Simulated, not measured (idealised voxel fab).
process module | voxel self aligned contacts
cross-section cut | 245 nm wide | cells 5 nm
A cross-section is a grid of square cells, given in bands from the top down. A band is one or more rows of cells.
Each band's line starts with the height of the band's top and of its bottom, in nm. Then come its materials from left to right, each with its width in nm. One material with "throughout" fills the band from edge to edge. "air" is empty space.
Height 0 is the level under which the wafer as received is all one material. The lowest band goes on downwards, as in "0 down".
A width such as "30 to 40" changes by the same amount from each row of cells to the next, from the band's top row to its bottom row.
"no change" after a step means that no cell of the cross-section changed.
closed voids: empty space of 8 cells or more with no open way to the top, each as width x height at its distance from the left edge, in nm
after a step's settings: what the simulator itself notes on the step
overlay nm, on a step with a mask: how far to the right of its planned place the mask lay; to the left if negative
plan
1 op RECEIVE | material Si
2 op CONFORMAL_DEP | material SiO2 | thk nm 5
3 op DIRECTIONAL_DEP | material polySi | thk nm 30
4 op DIRECTIONAL_DEP | material SiN | thk nm 20
5 op PATTERN | tone cover | mask id GATE | material resist | width nm 30 | pitch nm 70 | thk nm 20 | overlay nm 0
6 op DIRECTIONAL_ETCH | etch materials SiN | depth nm 20
7 op DIRECTIONAL_ETCH | etch materials polySi | depth nm 30
8 op STRIP | etch materials resist
9 op CONFORMAL_DEP | material SiN | thk nm 10
10 op DIRECTIONAL_ETCH | etch materials SiN | depth nm 10
11 op FILL_DEP | material SiO2 | thk nm 10
12 op CMP | height nm 60
13 op PATTERN | tone open | mask id CONTACT | material resist | width nm 50 | pitch nm 70 | thk nm 20 | overlay nm 0
14 op DIRECTIONAL_ETCH | etch materials SiO2 | depth nm 60
15 op STRIP | etch materials resist
16 op CONFORMAL_DEP | material TiN | thk nm 5
17 op FILL_DEP | material Ru | thk nm 5
18 op CMP | height nm 60
19 op CONFORMAL_DEP | material SiCN | thk nm 5
as received, after step 1
  0 down: Si throughout
  closed voids: none
first wafer at the end, as planned
  65 to 60: SiCN throughout
  60 to 55: SiO2 60 | TiN 20 | Ru 10 | TiN 20 | SiO2 20 | TiN 20 | Ru 10 | TiN 20 | SiO2 65
  55 to 35: SiO2 25 | SiN 50 | TiN 5 | Ru 10 | TiN 5 | SiN 50 | TiN 5 | Ru 10 | TiN 5 | SiN 50 | SiO2 30
  35 to 5: SiO2 25 | SiN 10 | polySi 30 | SiN 10 | TiN 5 | Ru 10 | TiN 5 | SiN 10 | polySi 30 | SiN 10 | TiN 5 | Ru 10 | TiN 5 | SiN 10 | polySi 30 | SiN 10 | SiO2 30
  5 to 0: SiO2 75 | TiN 20 | SiO2 50 | TiN 20 | SiO2 80
  0 down: Si throughout
  closed voids: none
second wafer at the end: like start, like plan, one mistake
  65 to 60: SiCN throughout
  60 to 55: Ru throughout
  55 to 50: TiN 80 | Ru 10 | TiN 60 | Ru 10 | TiN 85
  50 to 35: SiO2 25 | SiN 50 | TiN 5 | Ru 10 | TiN 5 | SiN 50 | TiN 5 | Ru 10 | TiN 5 | SiN 50 | SiO2 30
  35 to 5: SiO2 25 | SiN 10 | polySi 30 | SiN 10 | TiN 5 | Ru 10 | TiN 5 | SiN 10 | polySi 30 | SiN 10 | TiN 5 | Ru 10 | TiN 5 | SiN 10 | polySi 30 | SiN 10 | SiO2 30
  5 to 0: SiO2 75 | TiN 20 | SiO2 50 | TiN 20 | SiO2 80
  0 down: Si throughout
  closed voids: none
what went wrong: step 12 ran as: op CMP | height nm 50
at the end the second wafer has, in cells: 45 more of Ru | 30 fewer of SiN | 40 fewer of SiO2 | 25 more of TiN
